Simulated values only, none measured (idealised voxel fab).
This is a process module. Its name is voxel trench capacitor.
In the cross-section labelled cut, the width is 290 nm and each square cell is 5 nm.
Just so we're on the same page, the cross-sections are grids of square cells, and they're listed out in bands top to bottom, each band one or more rows deep.
Heights first: top, then bottom, in nm. Then materials, left to right, each with a width in nm. "all across" on a single material: fills the band edge to edge. "blank": empty space.
Ref level 0: as-received wafer is one material below here. Bottom band extends down with no lower bound ("z 0 and below").
Width "30->40": first value at the band's top row of cells, second value at its bottom row, equal change from row to row.
What does "nothing different" mean for a step? It means no cell of the cross-section changed in that step.
Empty spaces counting at least 8 cells and having no open way to the top are listed in "Entrapped voids". The notation width x height at distance is used for each, the distance being from the left edge and all three values in nm.
On each step's line, the part that comes after the settings is the simulator's own comment on the step.
overlay nm: for a step with a mask, the amount by which the mask lay right of where it was planned; a negative amount means left of it.
# Set out below are the planned steps of the process
1 op RECEIVE | material Si
2 op CONFORMAL_DEP | material SiN | thk nm 5
3 op DIRECTIONAL_DEP | material aC | thk nm 10
4 op PATTERN | tone open | mask id TRENCH | material resist | width nm 20 | pitch nm 55 | thk nm 25 | overlay nm 0
5 op DIRECTIONAL_ETCH | etch materials aC | depth nm 10
6 op STRIP | etch materials resist
7 op DIRECTIONAL_ETCH | etch materials SiN | depth nm 5
8 op DIRECTIONAL_ETCH | etch materials Si | depth nm 40
9 op STRIP | etch materials aC
10 op CONFORMAL_DEP | material HfO2 | thk nm 5
11 op CONFORMAL_DEP | material TiN | thk nm 5
12 op FILL_DEP | material W | thk nm 5
13 op CMP | height nm 5
Where the wafers of this document differ is in the width nm of step 4; they start out the same, and the plan states the value that applied to the first wafer.
# Cross-section: the first of several wafers in its as-received state, i.e. following step 1
- z 0 and below = Si all across
- Entrapped voids: none
# Below: a row per wafer. Contents at end of module: for every material, cells gained since receipt (+) or lost since receipt (-); then closed voids
width nm 20; +80 HfO2; -128 Si; +42 SiN; +64 TiN; Entrapped voids: none
width nm 25; +84 HfO2; -160 Si; +38 SiN; +68 TiN; +28 W; Entrapped voids: none
width nm 30; +88 HfO2; -192 Si; +34 SiN; +72 TiN; +56 W; Entrapped voids: none
width nm 35; +92 HfO2; -224 Si; +30 SiN; +76 TiN; +84 W; Entrapped voids: none
width nm 40; +96 HfO2; -256 Si; +26 SiN; +80 TiN; +112 W; Entrapped voids: none
